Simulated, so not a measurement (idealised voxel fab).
Presented below is a process module, voxel spacer lines.
Cross-section cut spans 275 nm and uses square cells 5 nm in size.
Cross-section layout: square cells on a grid; listed as bands, top to bottom; a band spans one or more cell rows. What a band's entry tells you: where the top is and where the bottom is, as heights in nm, and after that what lies inside, material by material from left to right, each with its width in nm. Empty space is written as the word "blank", and a single material marked with the word "edge to edge" occupies the band from edge to edge. The level at which height equals 0 is the one under which the wafer, as it arrives, is entirely one material. No lower edge exists for the bottom band, which continues downward and is notated as in "0 nm and below". Think of "30->40" as a width that walks from the first number to the second as you go down the band, top row to bottom row, taking equal-sized steps from row to row. Key: "nothing different" - step with no changed cell in the cross-section. The label "Voids, fully enclosed" introduces a list of the empty spaces, 8 cells or larger, that have no open way up to the top; each entry in it reads width x height at distance, where the distance is taken from the left edge and all three are stated in nm. Step line, after settings: the simulator's comment on this step. overlay nm: how far to the right of its planned place the mask lay on this masked step (negative: to the left).
[Process steps - plan]
step 1: RECEIVE with material Si
step 2: CONFORMAL_DEP with material Al2O3, thk nm 5
step 3: DIRECTIONAL_DEP with material SiN, thk nm 15
step 4: DIRECTIONAL_DEP with material polySi, thk nm 20
step 5: PATTERN with tone cover, mask id MANDREL, material resist, width nm 15, pitch nm 70, thk nm 25, overlay nm 0
step 6: DIRECTIONAL_ETCH with etch materials polySi, depth nm 20
step 7: STRIP with etch materials resist
step 8: CONFORMAL_DEP with material SiO2, thk nm 10
step 9: DIRECTIONAL_ETCH with etch materials SiO2, depth nm 10
step 10: STRIP with etch materials polySi
step 11: DIRECTIONAL_ETCH with etch materials SiN, depth nm 15
step 12: STRIP with etch materials SiO2
varied across the wafers: width nm of step 5. The plan shows the first wafer's value. All wafers start alike
[The first of several wafers as received, shown in cross-section; this is its state after step 1]
  0 nm and below  Si edge to edge
  Voids, fully enclosed: none
[Here is the cross-section of the first of several wafers at the end of the module, after its last step, step 12]
  20 nm to 5 nm  50 nm blank  10 nm SiN  15 nm blank  10 nm SiN  35 nm blank  10 nm SiN  15 nm blank  10 nm SiN  35 nm blank  10 nm SiN  15 nm blank  10 nm SiN  50 nm blank
  5 nm to 0 nm  Al2O3 edge to edge
  0 nm and below  Si edge to edge
  Voids, fully enclosed: none
[Last wafer x-sec, end of module]
  20 nm to 5 nm  40 nm blank  10 nm SiN  40 nm blank  10 nm SiN  10 nm blank  10 nm SiN  40 nm blank  10 nm SiN  10 nm blank  10 nm SiN  40 nm blank  10 nm SiN  35 nm blank
  5 nm to 0 nm  Al2O3 edge to edge
  0 nm and below  Si edge to edge
  Voids, fully enclosed: none
[each wafer at the end: cells of each material gained (+) or lost (-) since it was received, then its closed voids]
width nm 15 | +55 Al2O3 | +36 SiN | Voids, fully enclosed: none
width nm 20 | +55 Al2O3 | +36 SiN | Voids, fully enclosed: none
width nm 25 | +55 Al2O3 | +36 SiN | Voids, fully enclosed: none
width nm 30 | +55 Al2O3 | +36 SiN | Voids, fully enclosed: none
width nm 35 | +55 Al2O3 | +36 SiN | Voids, fully enclosed: none
width nm 40 | +55 Al2O3 | +36 SiN | Voids, fully enclosed: none
